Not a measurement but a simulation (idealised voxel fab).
process module | voxel wiring stack
cross-section cut | 245 nm wide | cells 5 nm
A cross-section is a grid of square cells, given in bands from the top down. A band is one or more rows of cells.
Each band's line starts with the height of the band's top and of its bottom, in nm. Then come its materials from left to right, each with its width in nm. One material with "throughout" fills the band from edge to edge. "air" is empty space.
Height 0 is the level under which the wafer as received is all one material. The lowest band goes on downwards, as in "0 down".
A width such as "30 to 40" changes by the same amount from each row of cells to the next, from the band's top row to its bottom row.
"no change" after a step means that no cell of the cross-section changed.
closed voids: empty space of 8 cells or more with no open way to the top, each as width x height at its distance from the left edge, in nm
after a step's settings: what the simulator itself notes on the step
overlay nm, on a step with a mask: how far to the right of its planned place the mask lay; to the left if negative
plan
1 op RECEIVE | material Si
2 op CONFORMAL_DEP | material SiO2 | thk nm 10
3 op CONFORMAL_DEP | material SiN | thk nm 5
4 op DIRECTIONAL_DEP | material lowk | thk nm 20
5 op PATTERN | tone open | mask id METAL_1 | material resist | width nm 30 | pitch nm 45 | thk nm 15 | overlay nm 0
6 op DIRECTIONAL_ETCH | etch materials lowk | depth nm 20
7 op DIRECTIONAL_ETCH | etch materials SiN | depth nm 5
8 op STRIP | etch materials resist
9 op CONFORMAL_DEP | material TiN | thk nm 5
10 op FILL_DEP | material Ru | thk nm 5
11 op CMP | height nm 35
12 op EPI | material Ru | thk nm 5
13 op FILL_DEP | material SiCN | thk nm 5
14 op DIRECTIONAL_DEP | material lowk | thk nm 35
15 op DIRECTIONAL_DEP | material aC | thk nm 10
16 op PATTERN | tone open | mask id METAL_2 | material resist | width nm 30 | pitch nm 45 | thk nm 25 | overlay nm 0
17 op DIRECTIONAL_ETCH | etch materials aC | depth nm 10
18 op STRIP | etch materials resist
19 op DIRECTIONAL_ETCH | etch materials lowk | depth nm 20
20 op STRIP | etch materials aC
21 op DIRECTIONAL_DEP | material aC | thk nm 10
22 op PATTERN | tone open | mask id METAL_2_HOLES | material resist | width nm 15 | thk nm 30 | overlay nm 0
23 op DIRECTIONAL_ETCH | etch materials aC | depth nm 10
24 op STRIP | etch materials resist
25 op DIRECTIONAL_ETCH | etch materials lowk | depth nm 15
26 op DIRECTIONAL_ETCH | etch materials SiCN | depth nm 5
27 op STRIP | etch materials aC
28 op CONFORMAL_DEP | material TiN | thk nm 5
29 op FILL_DEP | material Cu | thk nm 5
30 op CMP | height nm 80
31 op CONFORMAL_DEP | material SiCN | thk nm 5
as received, after step 1
  0 down: Si throughout
  closed voids: none
a wafer at the end: this start, this plan, one mistake
  85 to 80: SiCN throughout
  80 to 75: Cu 75 | TiN 15 | Cu 20 | TiN 25 | Cu 20 | TiN 15 | Cu 75
  75 to 70: TiN 80 | lowk 5 | TiN 5 | Cu 20 | TiN 5 | lowk 5 | TiN 5 | lowk 5 | TiN 5 | Cu 20 | TiN 5 | lowk 5 | TiN 80
  70 to 60: lowk 85 | TiN 5 | Cu 20 | TiN 5 | lowk 15 | TiN 5 | Cu 20 | TiN 5 | lowk 85
  60 to 55: lowk 85 | TiN 5 | Cu 5 | TiN 20 | lowk 15 | TiN 30 | lowk 85
  55 to 45: lowk 85 | TiN 5 | Cu 5 | TiN 5 | lowk 145
  45 to 40: lowk 85 | TiN 15 | lowk 145
  40 to 35: lowk 80 | Ru 40 | lowk 5 | Ru 40 | lowk 80
  35 to 15: lowk 85 | TiN 5 | Ru 20 | TiN 5 | lowk 15 | TiN 5 | Ru 20 | TiN 5 | lowk 85
  15 to 10: SiN 85 | TiN 30 | SiN 15 | TiN 30 | SiN 85
  10 to 0: SiO2 throughout
  0 down: Si throughout
  closed voids: none
what went wrong: step 13 was left out
